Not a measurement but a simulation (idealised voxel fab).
process module | voxel local oxidation
cross-section cut | 175 nm wide | cells 5 nm
A cross-section is a grid of square cells, given in bands from the top down. A band is one or more rows of cells.
Each band's line starts with the height of the band's top and of its bottom, in nm. Then come its materials from left to right, each with its width in nm. One material with "throughout" fills the band from edge to edge. "air" is empty space.
Height 0 is the level under which the wafer as received is all one material. The lowest band goes on downwards, as in "0 down".
A width such as "30 to 40" changes by the same amount from each row of cells to the next, from the band's top row to its bottom row.
"no change" after a step means that no cell of the cross-section changed.
closed voids: empty space of 8 cells or more with no open way to the top, each as width x height at its distance from the left edge, in nm
after a step's settings: what the simulator itself notes on the step
overlay nm, on a step with a mask: how far to the right of its planned place the mask lay; to the left if negative
plan
1 op RECEIVE | material Si
2 op OXIDIZE | depth nm 5
3 op CONFORMAL_DEP | material SiN | thk nm 15
4 op PATTERN | tone cover | mask id ACTIVE | material resist | width nm 95 | thk nm 20 | overlay nm 0
5 op DIRECTIONAL_ETCH | etch materials SiN | depth nm 15
6 op STRIP | etch materials resist
7 op SELECTIVE_ETCH | etch materials SiO2 | depth nm 5
8 op OXIDIZE | depth nm 15
9 op STRIP | etch materials SiN
first wafer, as planned
as received, after step 1
  0 down: Si throughout
  closed voids: none
after step 2
  0 to -5: SiO2 throughout
  below -5: unchanged
after step 3
  15 to 0: SiN throughout
  below 0: unchanged
after step 4
  35 to 15: air 40 | resist 95 | air 40
  below 15: unchanged
after step 5
  35 to 15: air 40 | resist 95 | air 40
  15 to 0: air 40 | SiN 95 | air 40
  below 0: unchanged
after step 6
  15 to 0: air 40 | SiN 95 | air 40
  below 0: unchanged
after step 7
  15 to 0: air 40 | SiN 95 | air 40
  0 to -5: air 45 | SiO2 85 | air 45
  below -5: unchanged
after step 8
  15 to 0: air 40 | SiN 95 | air 40
  0 to -5: air 45 | SiO2 85 | air 45
  -5 to -20: SiO2 60 | Si 55 | SiO2 60
  below -20: unchanged
after step 9
  0 to -5: air 45 | SiO2 85 | air 45
  below -5: unchanged
second wafer: like start, like plan, one mistake. Through step 2 it matches the first wafer
when step 3 should have ended
  15 to -5: SiO2 throughout
  below -5: unchanged
when step 4 should have ended
  35 to 15: air 40 | resist 95 | air 40
  below 15: unchanged
when step 5 should have ended: no change
when step 6 should have ended
  15 to -5: SiO2 throughout
  below -5: unchanged
when step 7 should have ended
  10 to -5: SiO2 throughout
  below -5: unchanged
when step 8 should have ended: no change
when step 9 should have ended: no change
what went wrong: step 3 ran as: op CONFORMAL_DEP | material SiO2 | thk nm 15
at the end the second wafer has, in cells: 72 more of Si | 16 more of SiO2
